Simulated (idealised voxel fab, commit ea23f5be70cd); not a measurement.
Presented below is a process module, voxel released beams.
Cross-section cut: width 170 nm, square cells of 5 nm.
Square cells in a grid make up a cross-section in this document, and the grid is given as bands, listed from the top down, each one or more rows of cells. Band: top and bottom heights (nm) first, top before bottom; then materials from left to right, widths in nm. "full width" marks a sole material filling the band edge to edge. "air" denotes empty space. Counting heights begins at 0, where everything beneath is, in the wafer as received, one material. The lowest band has no bottom; it goes on downwards, as "0..down" shows. Per-row width for "30->40": begins at first number (top row of band), ends at second number (bottom row), increment between rows held constant. "all unchanged" (step): cross-section cells unchanged, all of them. The label "Completely enclosed voids" introduces a list of the empty spaces, 8 cells or larger, that have no open way up to the top; each entry in it reads width x height at distance, where the distance is taken from the left edge and all three are stated in nm. Anything after a step's settings on that line? It's the simulator's own note about the step. A step's line can hold "overlay nm"; with a mask on that step, the setting says how far right of the planned place the mask lay, while a negative setting says it lay to the left.

-- Below is the list of planned process steps
| 1 | RECEIVE, material Si |
| 2 | CONFORMAL_DEP, material SiN, thk nm 5 |
| 3 | DIRECTIONAL_DEP, material SiO2, thk nm 10 |
| 4 | DIRECTIONAL_DEP, material aC, thk nm 10 |
| 5 | PATTERN, tone open, mask id ANCHOR, material resist, width nm 25, thk nm 25, overlay nm 0 |
| 6 | DIRECTIONAL_ETCH, etch materials aC, depth nm 10 |
| 7 | STRIP, etch materials resist |
| 8 | DIRECTIONAL_ETCH, etch materials SiO2, depth nm 10 |
| 9 | STRIP, etch materials aC |
| 10 | CONFORMAL_DEP, material TiN, thk nm 10 |
| 11 | DIRECTIONAL_DEP, material aC, thk nm 15 |
| 12 | PATTERN, tone cover, mask id BEAM, material resist, width nm 85, thk nm 35, overlay nm 0 |
| 13 | DIRECTIONAL_ETCH, etch materials aC, depth nm 15 |
| 14 | STRIP, etch materials resist |
| 15 | DIRECTIONAL_ETCH, etch materials TiN, depth nm 10 |
| 16 | STRIP, etch materials aC |
| 17 | STRIP, etch materials SiO2 |

-- Below: the first of two wafers, run as planned

-- as received, after step 1
0..down = Si full width
Completely enclosed voids: none

-- The wafer in cross-section once step 2 is complete
5..0 = SiN full width
Rest of section, below 0: as before.

-- The wafer in cross-section once step 3 is complete
15..5 = SiO2 full width
Rest of section, below 5: as before.

-- The wafer in cross-section once step 4 is complete
25..15 = aC full width
Rest of section, below 15: as before.

-- The wafer in cross-section once step 5 is complete
50..25 = resist 45, air 25, resist 100
Rest of section, below 25: as before.

-- The wafer in cross-section once step 6 is complete
40..25 = resist 45, air 25, resist 100
25..15 = aC 45, air 25, aC 100
Rest of section, below 15: as before.

-- The wafer in cross-section once step 7 is complete
25..15 = aC 45, air 25, aC 100
Rest of section, below 15: as before.

-- The wafer in cross-section once step 8 is complete
25..15 = aC 45, air 25, aC 100
15..5 = SiO2 45, air 25, SiO2 100
Rest of section, below 5: as before.

-- The wafer in cross-section once step 9 is complete
15..5 = SiO2 45, air 25, SiO2 100
Rest of section, below 5: as before.

-- The wafer in cross-section once step 10 is complete
25..15 = TiN 55, air 5, TiN 110
15..5 = SiO2 45, TiN 25, SiO2 100
Rest of section, below 5: as before.

-- The wafer in cross-section once step 11 is complete
40..30 = aC 55, air 5, aC 110
30..25 = aC full width
25..15 = TiN 55, aC 5, TiN 110
Rest of section, below 15: as before.

-- The wafer in cross-section once step 12 is complete
75..40 = air 40, resist 85, air 45
40..30 = aC 55, resist 5, aC 110
Rest of section, below 30: as before.

-- The wafer in cross-section once step 13 is complete
60..40 = air 40, resist 85, air 45
40..30 = air 40, aC 15, resist 5, aC 65, air 45
30..25 = air 40, aC 85, air 45
Rest of section, below 25: as before.

-- The wafer in cross-section once step 14 is complete
40..30 = air 40, aC 15, air 5, aC 65, air 45
Rest of section, below 30: as before.

-- The wafer in cross-section once step 15 is complete
40..30 = air 40, aC 15, air 5, aC 65, air 45
30..25 = air 40, aC 85, air 45
25..15 = air 40, TiN 15, aC 5, TiN 65, air 45
Rest of section, below 15: as before.

-- The wafer in cross-section once step 16 is complete
25..15 = air 40, TiN 15, air 5, TiN 65, air 45
Rest of section, below 15: as before.

-- The wafer in cross-section once step 17 is complete
25..15 = air 40, TiN 15, air 5, TiN 65, air 45
15..5 = air 45, TiN 25, air 100
Rest of section, below 5: as before.

-- Companion wafer, the second of two: same beginning, same intended sequence, one mistake in carrying it out; through step 15 inclusive it tracks the first exactly

-- The second wafer cut through, at the time step 16 was supposed to be finished
25..15 = air 40, TiN 15, air 5, TiN 65, air 45
Rest of section, below 15: as before.

-- The second wafer cut through, at the time step 17 was supposed to be finished
25..15 = air 40, TiN 15, air 5, TiN 65, air 45
15..5 = air 45, TiN 25, air 100
Rest of section, below 5: as before.
What was the processing mistake? plan step 16 ran twice
Honestly, by the end the two wafers have the same cross-section, so the mistake just doesn't show up in what this model computes.
